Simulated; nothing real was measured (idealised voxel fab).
Herein follows the process module entitled voxel self aligned contacts.
For reference, the cross-section in this document is cut, with width 245 nm and square cells of 5 nm.
In this document a cross-section is written as a grid of square cells. It is given as a series of bands, listed from the top down, and a band is one or more rows of cells.
This entry defines a band. It first specifies the height of the band's top and the height of its bottom in nm, and then specifies the band's materials from left to right, stating each material with its width in nm. The word "full width" identifies a single material that fills the band from edge to edge, while the word "air" identifies empty space.
Where do heights start? At 0: under that level the wafer as delivered is made of one material only. And the lowest band has no floor; it just carries on downward, as in "0..down".
A two-number width, for instance "30->40", indicates that the width is equal to the first number in the top row of the band and to the second number in the bottom row, and that it changes by a constant amount per row of cells.
Step marked "all unchanged"? Then no cell in the cross-section changed in it.
So "Tabulated closed voids" is basically the list of trapped voids: any empty space of 8 cells or more that can't reach the top through an opening. They're written width x height at distance, the distance being from the left edge, and it's all nm.
after a step's settings: what the simulator itself notes on the step
The "overlay nm" setting may appear on a step's line; for a step that uses a mask, it gives how far to the right of its planned position the mask lay, and a negative value indicates the left.

[Steps planned for the process]
1: op RECEIVE | material Si
2: op CONFORMAL_DEP | material SiO2 | thk nm 5
3: op DIRECTIONAL_DEP | material polySi | thk nm 30
4: op DIRECTIONAL_DEP | material SiN | thk nm 20
5: op PATTERN | tone cover | mask id GATE | material resist | width nm 30 | pitch nm 70 | thk nm 20 | overlay nm 0
6: op DIRECTIONAL_ETCH | etch materials SiN | depth nm 20
7: op DIRECTIONAL_ETCH | etch materials polySi | depth nm 30
8: op STRIP | etch materials resist
9: op CONFORMAL_DEP | material SiN | thk nm 10
10: op DIRECTIONAL_ETCH | etch materials SiN | depth nm 10
11: op FILL_DEP | material SiO2 | thk nm 10
12: op CMP | height nm 60
13: op PATTERN | tone open | mask id CONTACT | material resist | width nm 50 | pitch nm 70 | thk nm 20 | overlay nm 0
14: op DIRECTIONAL_ETCH | etch materials SiO2 | depth nm 60
15: op STRIP | etch materials resist
16: op CONFORMAL_DEP | material TiN | thk nm 5
17: op FILL_DEP | material Ru | thk nm 5
18: op CMP | height nm 60
19: op CONFORMAL_DEP | material SiCN | thk nm 5

[As received (post step 1): cross-section]
0..down | Si full width
Tabulated closed voids: none

[Cross-section, end of module. Start: as above. Plan: as above. Execution: one mistake]
65..60 | SiCN full width
60..55 | SiO2 (60)  TiN (30)  Ru (10)  TiN (10)  SiO2 (20)  TiN (30)  Ru (10)  TiN (10)  SiO2 (65)
55..35 | SiO2 (35)  SiN (50)  TiN (5)  Ru (10)  TiN (5)  SiN (50)  TiN (5)  Ru (10)  TiN (5)  SiN (50)  SiO2 (20)
35..5 | SiO2 (35)  SiN (10)  polySi (30)  SiN (10)  TiN (5)  Ru (10)  TiN (5)  SiN (10)  polySi (30)  SiN (10)  TiN (5)  Ru (10)  TiN (5)  SiN (10)  polySi (30)  SiN (10)  SiO2 (20)
5..0 | SiO2 (85)  TiN (20)  SiO2 (50)  TiN (20)  SiO2 (70)
0..down | Si full width
Tabulated closed voids: none
Deviation from plan: step 5 did not happen as planned, as run it was op PATTERN | tone cover | mask id GATE | material resist | width nm 30 | pitch nm 70 | thk nm 20 | overlay nm 10
